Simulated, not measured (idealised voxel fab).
Title: Process Module voxel wiring stack
Xsec cut, 290 nm wide, square cell size 5 nm.
In this document a cross-section is written as a grid of square cells. It is given as a series of bands, listed from the top down, and a band is one or more rows of cells. Top height, bottom height, nm. Materials left to right, width each, nm. Single material + "throughout" = fills band edge to edge. "blank" = empty. Heights are expressed relative to 0, this being the level below which the as-received wafer comprises one material exclusively. The lowest band is unbounded in the downward direction and is denoted as in "0 and below". You'd read "30..40" like this: the band's top row of cells is as wide as the first number, its bottom row is as wide as the second, and going down, every row changes width by the same amount as the row before did. Where a step carries "no change occurred", the cross-section came out of it unchanged, cell for cell. Voids not open to the top, 8 cells minimum: see "Entrapped voids". Written width x height at distance; distance is from the left edge; nm. On a step's line, text after the settings is the simulator commenting on that step. Regarding "overlay nm": on a step with a mask, it is the distance the mask lay to the right of its planned place; a negative value places it to the left. In what follows, pairs of cross-sections are presented, each taken before and after one process step, with the after cross-section shown only down to the lowest band that was altered; the step, together with its settings, is stated below the pair. The pairs may stem from different runs of this module on the same starting wafer; accordingly, a pair should be taken as continuing from the one above it solely where its entry headed "Preceding state" indicates as much.
-- Preceding state
- 75 down to 60 = resist 60 nm; blank 15 nm; resist 30 nm; blank 15 nm; resist 30 nm; blank 15 nm; resist 30 nm; blank 15 nm; resist 80 nm
- 60 down to 45 = SiO2 60 nm; blank 15 nm; SiO2 30 nm; blank 15 nm; SiO2 30 nm; blank 15 nm; SiO2 30 nm; blank 15 nm; SiO2 80 nm
- 45 down to 40 = SiCN throughout
- 40 down to 30 = Cu throughout
- 30 down to 25 = TiN 65 nm; Cu 20 nm; TiN 25 nm; Cu 20 nm; TiN 25 nm; Cu 20 nm; TiN 25 nm; Cu 20 nm; TiN 70 nm
- 25 down to 5 = lowk 60 nm; TiN 5 nm; Cu 20 nm; TiN 5 nm; lowk 15 nm; TiN 5 nm; Cu 20 nm; TiN 5 nm; lowk 15 nm; TiN 5 nm; Cu 20 nm; TiN 5 nm; lowk 15 nm; TiN 5 nm; Cu 20 nm; TiN 5 nm; lowk 65 nm
- 5 down to 0 = SiCN 60 nm; TiN 30 nm; SiCN 15 nm; TiN 30 nm; SiCN 15 nm; TiN 30 nm; SiCN 15 nm; TiN 30 nm; SiCN 65 nm
- 0 and below = Si throughout
- Entrapped voids: none
-- Step Result
- 75 down to 60 = resist 60 nm; blank 15 nm; resist 30 nm; blank 15 nm; resist 30 nm; blank 15 nm; resist 30 nm; blank 15 nm; resist 80 nm
- 60 down to 45 = SiO2 60 nm; blank 15 nm; SiO2 30 nm; blank 15 nm; SiO2 30 nm; blank 15 nm; SiO2 30 nm; blank 15 nm; SiO2 80 nm
- 45 down to 40 = SiCN 60 nm; blank 15 nm; SiCN 30 nm; blank 15 nm; SiCN 30 nm; blank 15 nm; SiCN 30 nm; blank 15 nm; SiCN 80 nm
- Under the height 40 nothing was changed.
- Entrapped voids: none
In between the before and after cross-sections above, the step is op DIRECTIONAL_ETCH | etch materials SiCN | depth nm 5
Preceding state: The structure entering this step is exactly what the pair just above shows after its step.
-- Step Result
- 60 down to 45 = SiO2 60 nm; blank 15 nm; SiO2 30 nm; blank 15 nm; SiO2 30 nm; blank 15 nm; SiO2 30 nm; blank 15 nm; SiO2 80 nm
- Under the height 45 nothing was changed.
- Entrapped voids: none
In between the before and after cross-sections above, the step is op STRIP | etch materials resist
Preceding state: The structure entering this step is exactly what the pair just above shows after its step.
-- Step Result
- 60 down to 50 = SiO2 60 nm; blank 15 nm; SiO2 30 nm; blank 15 nm; SiO2 30 nm; blank 15 nm; SiO2 30 nm; blank 15 nm; SiO2 80 nm
- 50 down to 45 = SiO2 60 nm; Ru 15 nm; SiO2 30 nm; Ru 15 nm; SiO2 30 nm; Ru 15 nm; SiO2 30 nm; Ru 15 nm; SiO2 80 nm
- 45 down to 40 = SiCN 60 nm; Ru 15 nm; SiCN 30 nm; Ru 15 nm; SiCN 30 nm; Ru 15 nm; SiCN 30 nm; Ru 15 nm; SiCN 80 nm
- Under the height 40 nothing was changed.
- Entrapped voids: none
In between the before and after cross-sections above, the step is op EPI | material Ru | thk nm 10
Preceding state: The structure entering this step is exactly what the pair just above shows after its step.
-- Step Result
- 60 down to 45 = SiO2 60 nm; Ru 15 nm; SiO2 30 nm; Ru 15 nm; SiO2 30 nm; Ru 15 nm; SiO2 30 nm; Ru 15 nm; SiO2 80 nm
- Under the height 45 nothing was changed.
- Entrapped voids: none
In between the before and after cross-sections above, the step is op EPI | material Ru | thk nm 10
Preceding state: The structure entering this step is exactly what the pair just above shows after its step.
-- Step Result
- 65 down to 60 = SiCN throughout
- Under the height 60 nothing was changed.
- Entrapped voids: none
In between the before and after cross-sections above, the step is op CONFORMAL_DEP | material SiCN | thk nm 5
Preceding state: The structure entering this step is exactly what the pair just above shows after its step.
-- Step Result
- 85 down to 65 = lowk throughout
- Under the height 65 nothing was changed.
- Entrapped voids: none
In between the before and after cross-sections above, the step is op DIRECTIONAL_DEP | material lowk | thk nm 20
Preceding state: The structure entering this step is exactly what the pair just above shows after its step.
-- Step Result
- 85 down to 65 = lowk 60 nm; blank 30 nm; lowk 15 nm; blank 30 nm; lowk 15 nm; blank 30 nm; lowk 15 nm; blank 30 nm; lowk 65 nm
- Under the height 65 nothing was changed.
- Entrapped voids: none
In between the before and after cross-sections above, the step is op MASKED_ETCH | tone open | mask id METAL_2 | width nm 30 | pitch nm 45 | etch materials lowk | depth nm 20 | overlay nm 0
Preceding state: The structure entering this step is exactly what the pair just above shows after its step.
-- Step Result
- 85 down to 65 = lowk 60 nm; blank 30 nm; lowk 15 nm; blank 30 nm; lowk 15 nm; blank 30 nm; lowk 15 nm; blank 30 nm; lowk 65 nm
- 65 down to 60 = SiCN 60 nm; blank 30 nm; SiCN 15 nm; blank 30 nm; SiCN 15 nm; blank 30 nm; SiCN 15 nm; blank 30 nm; SiCN 65 nm
- Under the height 60 nothing was changed.
- Entrapped voids: none
In between the before and after cross-sections above, the step is op MASKED_ETCH | tone open | mask id METAL_2 | width nm 30 | pitch nm 45 | etch materials SiCN | depth nm 5 | overlay nm 0
Preceding state: The structure entering this step is exactly what the pair just above shows after its step.
-- Step Result
- 90 down to 85 = TiN 65 nm; blank 20 nm; TiN 25 nm; blank 20 nm; TiN 25 nm; blank 20 nm; TiN 25 nm; blank 20 nm; TiN 70 nm
- 85 down to 65 = lowk 60 nm; TiN 5 nm; blank 20 nm; TiN 5 nm; lowk 15 nm; TiN 5 nm; blank 20 nm; TiN 5 nm; lowk 15 nm; TiN 5 nm; blank 20 nm; TiN 5 nm; lowk 15 nm; TiN 5 nm; blank 20 nm; TiN 5 nm; lowk 65 nm
- 65 down to 60 = SiCN 60 nm; TiN 30 nm; SiCN 15 nm; TiN 30 nm; SiCN 15 nm; TiN 30 nm; SiCN 15 nm; TiN 30 nm; SiCN 65 nm
- Under the height 60 nothing was changed.
- Entrapped voids: none
In between the before and after cross-sections above, the step is op CONFORMAL_DEP | material TiN | thk nm 5
Preceding state: The structure entering this step is exactly what the pair just above shows after its step.
-- Step Result
- 100 down to 90 = W throughout
- 90 down to 85 = TiN 65 nm; W 20 nm; TiN 25 nm; W 20 nm; TiN 25 nm; W 20 nm; TiN 25 nm; W 20 nm; TiN 70 nm
- 85 down to 65 = lowk 60 nm; TiN 5 nm; W 20 nm; TiN 5 nm; lowk 15 nm; TiN 5 nm; W 20 nm; TiN 5 nm; lowk 15 nm; TiN 5 nm; W 20 nm; TiN 5 nm; lowk 15 nm; TiN 5 nm; W 20 nm; TiN 5 nm; lowk 65 nm
- Under the height 65 nothing was changed.
- Entrapped voids: none
In between the before and after cross-sections above, the step is op FILL_DEP | material W | thk nm 10
Preceding state: The structure entering this step is exactly what the pair just above shows after its step.
-- Step Result
- 85 down to 65 = lowk 60 nm; TiN 5 nm; W 20 nm; TiN 5 nm; lowk 15 nm; TiN 5 nm; W 20 nm; TiN 5 nm; lowk 15 nm; TiN 5 nm; W 20 nm; TiN 5 nm; lowk 15 nm; TiN 5 nm; W 20 nm; TiN 5 nm; lowk 65 nm
- Under the height 65 nothing was changed.
- Entrapped voids: none
In between the before and after cross-sections above, the step is op CMP | height nm 85
Preceding state: The structure entering this step is exactly what the pair just above shows after its step.
-- Step Result
- 90 down to 85 = SiCN throughout
- Under the height 85 nothing was changed.
- Entrapped voids: none
In between the before and after cross-sections above, the step is op CONFORMAL_DEP | material SiCN | thk nm 5
Preceding state: The structure entering this step is exactly what the pair just above shows after its step.
-- Step Result
- 115 down to 90 = lowk throughout
- Under the height 90 nothing was changed.
- Entrapped voids: none
In between the before and after cross-sections above, the step is op DIRECTIONAL_DEP | material lowk | thk nm 25
Preceding state: The structure entering this step is exactly what the pair just above shows after its step.
-- Step Result
- 130 down to 115 = resist 60 nm; blank 15 nm; resist 75 nm; blank 15 nm; resist 125 nm
- Under the height 115 nothing was changed.
- Entrapped voids: none
In between the before and after cross-sections above, the step is op PATTERN | tone open | mask id METAL_3_HOLES | material resist | width nm 15 | pitch nm 90 | thk nm 15 | overlay nm 0
Preceding state: The structure entering this step is exactly what the pair just above shows after its step.
-- Step Result
- 130 down to 115 = resist 60 nm; blank 15 nm; resist 75 nm; blank 15 nm; resist 125 nm
- 115 down to 90 = lowk 60 nm; blank 15 nm; lowk 75 nm; blank 15 nm; lowk 125 nm
- Under the height 90 nothing was changed.
- Entrapped voids: none
In between the before and after cross-sections above, the step is op DIRECTIONAL_ETCH | etch materials lowk | depth nm 25
Preceding state: The structure entering this step is exactly what the pair just above shows after its step.
-- Step Result
- 115 down to 90 = lowk 60 nm; blank 15 nm; lowk 75 nm; blank 15 nm; lowk 125 nm
- Under the height 90 nothing was changed.
- Entrapped voids: none
In between the before and after cross-sections above, the step is op STRIP | etch materials resist
Preceding state: The structure entering this step is exactly what the pair just above shows after its step.
-- Step Result
- 130 down to 115 = aC 60 nm; blank 15 nm; aC 75 nm; blank 15 nm; aC 125 nm
- 115 down to 105 = lowk 60 nm; blank 15 nm; lowk 75 nm; blank 15 nm; lowk 125 nm
- 105 down to 90 = lowk 60 nm; aC 15 nm; lowk 75 nm; aC 15 nm; lowk 125 nm
- Under the height 90 nothing was changed.
- Entrapped voids: none
In between the before and after cross-sections above, the step is op DIRECTIONAL_DEP | material aC | thk nm 15
Preceding state: The structure entering this step is exactly what the pair just above shows after its step.
-- Step Result
- 165 down to 130 = resist 60 nm; blank 30 nm; resist 15 nm; blank 30 nm; resist 15 nm; blank 30 nm; resist 15 nm; blank 30 nm; resist 65 nm
- Under the height 130 nothing was changed.
- Entrapped voids: none
In between the before and after cross-sections above, the step is op PATTERN | tone open | mask id METAL_3 | material resist | width nm 30 | pitch nm 45 | thk nm 35 | overlay nm 0
Preceding state: The structure entering this step is exactly what the pair just above shows after its step.
-- Step Result
- 150 down to 130 = resist 60 nm; blank 30 nm; resist 15 nm; blank 30 nm; resist 15 nm; blank 30 nm; resist 15 nm; blank 30 nm; resist 65 nm
- 130 down to 115 = aC 60 nm; blank 30 nm; aC 15 nm; blank 30 nm; aC 15 nm; blank 30 nm; aC 15 nm; blank 30 nm; aC 65 nm
- 115 down to 90 = lowk 60 nm; blank 15 nm; lowk 75 nm; blank 15 nm; lowk 125 nm
- Under the height 90 nothing was changed.
- Entrapped voids: none
In between the before and after cross-sections above, the step is op DIRECTIONAL_ETCH | etch materials aC | depth nm 15
Preceding state: The structure entering this step is exactly what the pair just above shows after its step.
-- Step Result
- 130 down to 115 = aC 60 nm; blank 30 nm; aC 15 nm; blank 30 nm; aC 15 nm; blank 30 nm; aC 15 nm; blank 30 nm; aC 65 nm
- Under the height 115 nothing was changed.
- Entrapped voids: none
In between the before and after cross-sections above, the step is op STRIP | etch materials resist
Preceding state: The structure entering this step is exactly what the pair just above shows after its step.
-- Step Result
- 130 down to 115 = aC 60 nm; blank 30 nm; aC 15 nm; blank 30 nm; aC 15 nm; blank 30 nm; aC 15 nm; blank 30 nm; aC 65 nm
- 115 down to 100 = lowk 60 nm; blank 30 nm; lowk 15 nm; blank 30 nm; lowk 15 nm; blank 30 nm; lowk 15 nm; blank 30 nm; lowk 65 nm
- Under the height 100 nothing was changed.
- Entrapped voids: none
In between the before and after cross-sections above, the step is op DIRECTIONAL_ETCH | etch materials lowk | depth nm 15
Preceding state: The structure entering this step is exactly what the pair just above shows after its step.
-- Step Result
- 130 down to 115 = aC 60 nm; blank 30 nm; aC 15 nm; blank 30 nm; aC 15 nm; blank 30 nm; aC 15 nm; blank 30 nm; aC 65 nm
- 115 down to 100 = lowk 60 nm; blank 30 nm; lowk 15 nm; blank 30 nm; lowk 15 nm; blank 30 nm; lowk 15 nm; blank 30 nm; lowk 65 nm
- 100 down to 90 = lowk 60 nm; blank 15 nm; lowk 75 nm; blank 15 nm; lowk 125 nm
- 90 down to 85 = SiCN 60 nm; blank 15 nm; SiCN 75 nm; blank 15 nm; SiCN 125 nm
- Under the height 85 nothing was changed.
- Entrapped voids: none
In between the before and after cross-sections above, the step is op DIRECTIONAL_ETCH | etch materials SiCN | depth nm 5
Preceding state: The structure entering this step is exactly what the pair just above shows after its step.
-- Step Result
- 115 down to 100 = lowk 60 nm; blank 30 nm; lowk 15 nm; blank 30 nm; lowk 15 nm; blank 30 nm; lowk 15 nm; blank 30 nm; lowk 65 nm
- Under the height 100 nothing was changed.
- Entrapped voids: none
In between the before and after cross-sections above, the step is op STRIP | etch materials aC
Preceding state: The structure entering this step is exactly what the pair just above shows after its step.
-- Step Result
- 120 down to 115 = TiN 65 nm; blank 20 nm; TiN 25 nm; blank 20 nm; TiN 25 nm; blank 20 nm; TiN 25 nm; blank 20 nm; TiN 70 nm
- 115 down to 105 = lowk 60 nm; TiN 5 nm; blank 20 nm; TiN 5 nm; lowk 15 nm; TiN 5 nm; blank 20 nm; TiN 5 nm; lowk 15 nm; TiN 5 nm; blank 20 nm; TiN 5 nm; lowk 15 nm; TiN 5 nm; blank 20 nm; TiN 5 nm; lowk 65 nm
- 105 down to 100 = lowk 60 nm; TiN 5 nm; blank 5 nm; TiN 20 nm; lowk 15 nm; TiN 30 nm; lowk 15 nm; TiN 5 nm; blank 5 nm; TiN 20 nm; lowk 15 nm; TiN 30 nm; lowk 65 nm
- 100 down to 90 = lowk 60 nm; TiN 5 nm; blank 5 nm; TiN 5 nm; lowk 75 nm; TiN 5 nm; blank 5 nm; TiN 5 nm; lowk 125 nm
- 90 down to 85 = SiCN 60 nm; TiN 15 nm; SiCN 75 nm; TiN 15 nm; SiCN 125 nm
- Under the height 85 nothing was changed.
- Entrapped voids: none
In between the before and after cross-sections above, the step is op CONFORMAL_DEP | material TiN | thk nm 5
Preceding state: The structure entering this step is exactly what the pair just above shows after its step.
-- Step Result
- 125 down to 120 = Cu throughout
- 120 down to 115 = TiN 65 nm; Cu 20 nm; TiN 25 nm; Cu 20 nm; TiN 25 nm; Cu 20 nm; TiN 25 nm; Cu 20 nm; TiN 70 nm
- 115 down to 105 = lowk 60 nm; TiN 5 nm; Cu 20 nm; TiN 5 nm; lowk 15 nm; TiN 5 nm; Cu 20 nm; TiN 5 nm; lowk 15 nm; TiN 5 nm; Cu 20 nm; TiN 5 nm; lowk 15 nm; TiN 5 nm; Cu 20 nm; TiN 5 nm; lowk 65 nm
- 105 down to 100 = lowk 60 nm; TiN 5 nm; Cu 5 nm; TiN 20 nm; lowk 15 nm; TiN 30 nm; lowk 15 nm; TiN 5 nm; Cu 5 nm; TiN 20 nm; lowk 15 nm; TiN 30 nm; lowk 65 nm
- 100 down to 90 = lowk 60 nm; TiN 5 nm; Cu 5 nm; TiN 5 nm; lowk 75 nm; TiN 5 nm; Cu 5 nm; TiN 5 nm; lowk 125 nm
- Under the height 90 nothing was changed.
- Entrapped voids: none
In between the before and after cross-sections above, the step is op FILL_DEP | material Cu | thk nm 5
Preceding state: The structure entering this step is exactly what the pair just above shows after its step.
-- Step Result
- 115 down to 105 = lowk 60 nm; TiN 5 nm; Cu 20 nm; TiN 5 nm; lowk 15 nm; TiN 5 nm; Cu 20 nm; TiN 5 nm; lowk 15 nm; TiN 5 nm; Cu 20 nm; TiN 5 nm; lowk 15 nm; TiN 5 nm; Cu 20 nm; TiN 5 nm; lowk 65 nm
- Under the height 105 nothing was changed.
- Entrapped voids: none
In between the before and after cross-sections above, the step is op CMP | height nm 115
Preceding state: The structure entering this step is exactly what the pair just above shows after its step.
-- Step Result
- 120 down to 115 = SiCN throughout
- Under the height 115 nothing was changed.
- Entrapped voids: none
In between the before and after cross-sections above, the step is op CONFORMAL_DEP | material SiCN | thk nm 5
-- Preceding state
- 60 down to 45 = SiO2 60 nm; Ru 15 nm; SiO2 30 nm; Ru 15 nm; SiO2 30 nm; Ru 15 nm; SiO2 30 nm; Ru 15 nm; SiO2 80 nm
- 45 down to 40 = SiCN 60 nm; Ru 15 nm; SiCN 30 nm; Ru 15 nm; SiCN 30 nm; Ru 15 nm; SiCN 30 nm; Ru 15 nm; SiCN 80 nm
- 40 down to 20 = lowk 60 nm; TiN 5 nm; Cu 20 nm; TiN 5 nm; lowk 15 nm; TiN 5 nm; Cu 20 nm; TiN 5 nm; lowk 15 nm; TiN 5 nm; Cu 20 nm; TiN 5 nm; lowk 15 nm; TiN 5 nm; Cu 20 nm; TiN 5 nm; lowk 65 nm
- 20 down to 15 = SiCN 60 nm; TiN 30 nm; SiCN 15 nm; TiN 30 nm; SiCN 15 nm; TiN 30 nm; SiCN 15 nm; TiN 30 nm; SiCN 65 nm
- 15 down to 0 = SiO2 throughout
- 0 and below = Si throughout
- Entrapped voids: none
-- Step Result
- 70 down to 60 = blank 50 nm; Ru 35 nm; blank 10 nm; Ru 35 nm; blank 10 nm; Ru 35 nm; blank 10 nm; Ru 35 nm; blank 70 nm
- Under the height 60 nothing was changed.
- Entrapped voids: none
In between the before and after cross-sections above, the step is op EPI | material Ru | thk nm 10
Preceding state: The structure entering this step is exactly what the pair just above shows after its step.
-- Step Result
- 75 down to 70 = blank 45 nm; SiCN 180 nm; blank 65 nm
- 70 down to 65 = blank 45 nm; SiCN 5 nm; Ru 35 nm; SiCN 10 nm; Ru 35 nm; SiCN 10 nm; Ru 35 nm; SiCN 10 nm; Ru 35 nm; SiCN 5 nm; blank 65 nm
- 65 down to 60 = SiCN 50 nm; Ru 35 nm; SiCN 10 nm; Ru 35 nm; SiCN 10 nm; Ru 35 nm; SiCN 10 nm; Ru 35 nm; SiCN 70 nm
- Under the height 60 nothing was changed.
- Entrapped voids: none
In between the before and after cross-sections above, the step is op CONFORMAL_DEP | material SiCN | thk nm 5
Preceding state: The structure entering this step is exactly what the pair just above shows after its step.
-- Step Result
- 95 down to 85 = blank 45 nm; lowk 180 nm; blank 65 nm
- 85 down to 75 = lowk throughout
- 75 down to 70 = lowk 45 nm; SiCN 180 nm; lowk 65 nm
- 70 down to 65 = lowk 45 nm; SiCN 5 nm; Ru 35 nm; SiCN 10 nm; Ru 35 nm; SiCN 10 nm; Ru 35 nm; SiCN 10 nm; Ru 35 nm; SiCN 5 nm; lowk 65 nm
- Under the height 65 nothing was changed.
- Entrapped voids: none
In between the before and after cross-sections above, the step is op DIRECTIONAL_DEP | material lowk | thk nm 20
Preceding state: The structure entering this step is exactly what the pair just above shows after its step.
-- Step Result
- 95 down to 85 = blank 45 nm; lowk 15 nm; blank 30 nm; lowk 15 nm; blank 30 nm; lowk 15 nm; blank 30 nm; lowk 15 nm; blank 95 nm
- 85 down to 75 = lowk 60 nm; blank 30 nm; lowk 15 nm; blank 30 nm; lowk 15 nm; blank 30 nm; lowk 15 nm; blank 30 nm; lowk 65 nm
- Under the height 75 nothing was changed.
- Entrapped voids: none
In between the before and after cross-sections above, the step is op MASKED_ETCH | tone open | mask id METAL_2 | width nm 30 | pitch nm 45 | etch materials lowk | depth nm 20 | overlay nm 0
Preceding state: The structure entering this step is exactly what the pair just above shows after its step.
-- Step Result
- 95 down to 85 = blank 45 nm; lowk 15 nm; blank 30 nm; lowk 15 nm; blank 30 nm; lowk 15 nm; blank 30 nm; lowk 15 nm; blank 95 nm
- 85 down to 75 = lowk 60 nm; blank 30 nm; lowk 15 nm; blank 30 nm; lowk 15 nm; blank 30 nm; lowk 15 nm; blank 30 nm; lowk 65 nm
- 75 down to 70 = lowk 45 nm; SiCN 15 nm; blank 30 nm; SiCN 15 nm; blank 30 nm; SiCN 15 nm; blank 30 nm; SiCN 15 nm; blank 30 nm; lowk 65 nm
- Under the height 70 nothing was changed.
- Entrapped voids: none
In between the before and after cross-sections above, the step is op MASKED_ETCH | tone open | mask id METAL_2 | width nm 30 | pitch nm 45 | etch materials SiCN | depth nm 5 | overlay nm 0
Preceding state: The structure entering this step is exactly what the pair just above shows after its step.
-- Step Result
- 100 down to 95 = blank 40 nm; TiN 25 nm; blank 20 nm; TiN 25 nm; blank 20 nm; TiN 25 nm; blank 20 nm; TiN 25 nm; blank 90 nm
- 95 down to 90 = blank 40 nm; TiN 5 nm; lowk 15 nm; TiN 5 nm; blank 20 nm; TiN 5 nm; lowk 15 nm; TiN 5 nm; blank 20 nm; TiN 5 nm; lowk 15 nm; TiN 5 nm; blank 20 nm; TiN 5 nm; lowk 15 nm; TiN 5 nm; blank 90 nm
- 90 down to 85 = TiN 45 nm; lowk 15 nm; TiN 5 nm; blank 20 nm; TiN 5 nm; lowk 15 nm; TiN 5 nm; blank 20 nm; TiN 5 nm; lowk 15 nm; TiN 5 nm; blank 20 nm; TiN 5 nm; lowk 15 nm; TiN 5 nm; blank 20 nm; TiN 70 nm
- 85 down to 75 = lowk 60 nm; TiN 5 nm; blank 20 nm; TiN 5 nm; lowk 15 nm; TiN 5 nm; blank 20 nm; TiN 5 nm; lowk 15 nm; TiN 5 nm; blank 20 nm; TiN 5 nm; lowk 15 nm; TiN 5 nm; blank 20 nm; TiN 5 nm; lowk 65 nm
- 75 down to 70 = lowk 45 nm; SiCN 15 nm; TiN 30 nm; SiCN 15 nm; TiN 30 nm; SiCN 15 nm; TiN 30 nm; SiCN 15 nm; TiN 30 nm; lowk 65 nm
- Under the height 70 nothing was changed.
- Entrapped voids: none
In between the before and after cross-sections above, the step is op CONFORMAL_DEP | material TiN | thk nm 5
Preceding state: The structure entering this step is exactly what the pair just above shows after its step.
-- Step Result
- 110 down to 100 = W throughout
- 100 down to 95 = W 40 nm; TiN 25 nm; W 20 nm; TiN 25 nm; W 20 nm; TiN 25 nm; W 20 nm; TiN 25 nm; W 90 nm
- 95 down to 90 = W 40 nm; TiN 5 nm; lowk 15 nm; TiN 5 nm; W 20 nm; TiN 5 nm; lowk 15 nm; TiN 5 nm; W 20 nm; TiN 5 nm; lowk 15 nm; TiN 5 nm; W 20 nm; TiN 5 nm; lowk 15 nm; TiN 5 nm; W 90 nm
- 90 down to 85 = TiN 45 nm; lowk 15 nm; TiN 5 nm; W 20 nm; TiN 5 nm; lowk 15 nm; TiN 5 nm; W 20 nm; TiN 5 nm; lowk 15 nm; TiN 5 nm; W 20 nm; TiN 5 nm; lowk 15 nm; TiN 5 nm; W 20 nm; TiN 70 nm
- 85 down to 75 = lowk 60 nm; TiN 5 nm; W 20 nm; TiN 5 nm; lowk 15 nm; TiN 5 nm; W 20 nm; TiN 5 nm; lowk 15 nm; TiN 5 nm; W 20 nm; TiN 5 nm; lowk 15 nm; TiN 5 nm; W 20 nm; TiN 5 nm; lowk 65 nm
- Under the height 75 nothing was changed.
- Entrapped voids: none
In between the before and after cross-sections above, the step is op FILL_DEP | material W | thk nm 10
Preceding state: The structure entering this step is exactly what the pair just above shows after its step.
-- Step Result
- 85 down to 75 = lowk 60 nm; TiN 5 nm; W 20 nm; TiN 5 nm; lowk 15 nm; TiN 5 nm; W 20 nm; TiN 5 nm; lowk 15 nm; TiN 5 nm; W 20 nm; TiN 5 nm; lowk 15 nm; TiN 5 nm; W 20 nm; TiN 5 nm; lowk 65 nm
- Under the height 75 nothing was changed.
- Entrapped voids: none
In between the before and after cross-sections above, the step is op CMP | height nm 85
Preceding state: The structure entering this step is exactly what the pair just above shows after its step.
-- Step Result
- 90 down to 85 = SiCN throughout
- Under the height 85 nothing was changed.
- Entrapped voids: none
In between the before and after cross-sections above, the step is op CONFORMAL_DEP | material SiCN | thk nm 5
Preceding state: The structure entering this step is exactly what the pair just above shows after its step.
-- Step Result
- 115 down to 90 = lowk throughout
- Under the height 90 nothing was changed.
- Entrapped voids: none
In between the before and after cross-sections above, the step is op DIRECTIONAL_DEP | material lowk | thk nm 25
Preceding state: The structure entering this step is exactly what the pair just above shows after its step.
-- Step Result
- 130 down to 115 = resist 60 nm; blank 15 nm; resist 75 nm; blank 15 nm; resist 125 nm
- Under the height 115 nothing was changed.
- Entrapped voids: none
In between the before and after cross-sections above, the step is op PATTERN | tone open | mask id METAL_3_HOLES | material resist | width nm 15 | pitch nm 90 | thk nm 15 | overlay nm 0
Preceding state: The structure entering this step is exactly what the pair just above shows after its step.
-- Step Result
- 130 down to 115 = resist 60 nm; blank 15 nm; resist 75 nm; blank 15 nm; resist 125 nm
- 115 down to 90 = lowk 60 nm; blank 15 nm; lowk 75 nm; blank 15 nm; lowk 125 nm
- Under the height 90 nothing was changed.
- Entrapped voids: none
In between the before and after cross-sections above, the step is op DIRECTIONAL_ETCH | etch materials lowk | depth nm 25
Preceding state: The structure entering this step is exactly what the pair just above shows after its step.
-- Step Result
- 115 down to 90 = lowk 60 nm; blank 15 nm; lowk 75 nm; blank 15 nm; lowk 125 nm
- Under the height 90 nothing was changed.
- Entrapped voids: none
In between the before and after cross-sections above, the step is op STRIP | etch materials resist
Preceding state: The structure entering this step is exactly what the pair just above shows after its step.
-- Step Result
- 130 down to 115 = aC 60 nm; blank 15 nm; aC 75 nm; blank 15 nm; aC 125 nm
- 115 down to 105 = lowk 60 nm; blank 15 nm; lowk 75 nm; blank 15 nm; lowk 125 nm
- 105 down to 90 = lowk 60 nm; aC 15 nm; lowk 75 nm; aC 15 nm; lowk 125 nm
- Under the height 90 nothing was changed.
- Entrapped voids: none
In between the before and after cross-sections above, the step is op DIRECTIONAL_DEP | material aC | thk nm 15
Preceding state: The structure entering this step is exactly what the pair just above shows after its step.
-- Step Result
- 165 down to 130 = resist 60 nm; blank 30 nm; resist 15 nm; blank 30 nm; resist 15 nm; blank 30 nm; resist 15 nm; blank 30 nm; resist 65 nm
- Under the height 130 nothing was changed.
- Entrapped voids: none
In between the before and after cross-sections above, the step is op PATTERN | tone open | mask id METAL_3 | material resist | width nm 30 | pitch nm 45 | thk nm 35 | overlay nm 0
Preceding state: The structure entering this step is exactly what the pair just above shows after its step.
-- Step Result
- 150 down to 130 = resist 60 nm; blank 30 nm; resist 15 nm; blank 30 nm; resist 15 nm; blank 30 nm; resist 15 nm; blank 30 nm; resist 65 nm
- 130 down to 115 = aC 60 nm; blank 30 nm; aC 15 nm; blank 30 nm; aC 15 nm; blank 30 nm; aC 15 nm; blank 30 nm; aC 65 nm
- 115 down to 90 = lowk 60 nm; blank 15 nm; lowk 75 nm; blank 15 nm; lowk 125 nm
- Under the height 90 nothing was changed.
- Entrapped voids: none
In between the before and after cross-sections above, the step is op DIRECTIONAL_ETCH | etch materials aC | depth nm 15
Preceding state: The structure entering this step is exactly what the pair just above shows after its step.
-- Step Result
- 130 down to 115 = aC 60 nm; blank 30 nm; aC 15 nm; blank 30 nm; aC 15 nm; blank 30 nm; aC 15 nm; blank 30 nm; aC 65 nm
- Under the height 115 nothing was changed.
- Entrapped voids: none
In between the before and after cross-sections above, the step is op STRIP | etch materials resist
Preceding state: The structure entering this step is exactly what the pair just above shows after its step.
-- Step Result
- 130 down to 115 = aC 60 nm; blank 30 nm; aC 15 nm; blank 30 nm; aC 15 nm; blank 30 nm; aC 15 nm; blank 30 nm; aC 65 nm
- 115 down to 100 = lowk 60 nm; blank 30 nm; lowk 15 nm; blank 30 nm; lowk 15 nm; blank 30 nm; lowk 15 nm; blank 30 nm; lowk 65 nm
- Under the height 100 nothing was changed.
- Entrapped voids: none
In between the before and after cross-sections above, the step is op DIRECTIONAL_ETCH | etch materials lowk | depth nm 15
Preceding state: The structure entering this step is exactly what the pair just above shows after its step.
-- Step Result
- 130 down to 115 = aC 60 nm; blank 30 nm; aC 15 nm; blank 30 nm; aC 15 nm; blank 30 nm; aC 15 nm; blank 30 nm; aC 65 nm
- 115 down to 100 = lowk 60 nm; blank 30 nm; lowk 15 nm; blank 30 nm; lowk 15 nm; blank 30 nm; lowk 15 nm; blank 30 nm; lowk 65 nm
- 100 down to 90 = lowk 60 nm; blank 15 nm; lowk 75 nm; blank 15 nm; lowk 125 nm
- 90 down to 85 = SiCN 60 nm; blank 15 nm; SiCN 75 nm; blank 15 nm; SiCN 125 nm
- Under the height 85 nothing was changed.
- Entrapped voids: none
In between the before and after cross-sections above, the step is op DIRECTIONAL_ETCH | etch materials SiCN | depth nm 5
Preceding state: The structure entering this step is exactly what the pair just above shows after its step.
-- Step Result
- 115 down to 100 = lowk 60 nm; blank 30 nm; lowk 15 nm; blank 30 nm; lowk 15 nm; blank 30 nm; lowk 15 nm; blank 30 nm; lowk 65 nm
- Under the height 100 nothing was changed.
- Entrapped voids: none
In between the before and after cross-sections above, the step is op STRIP | etch materials aC
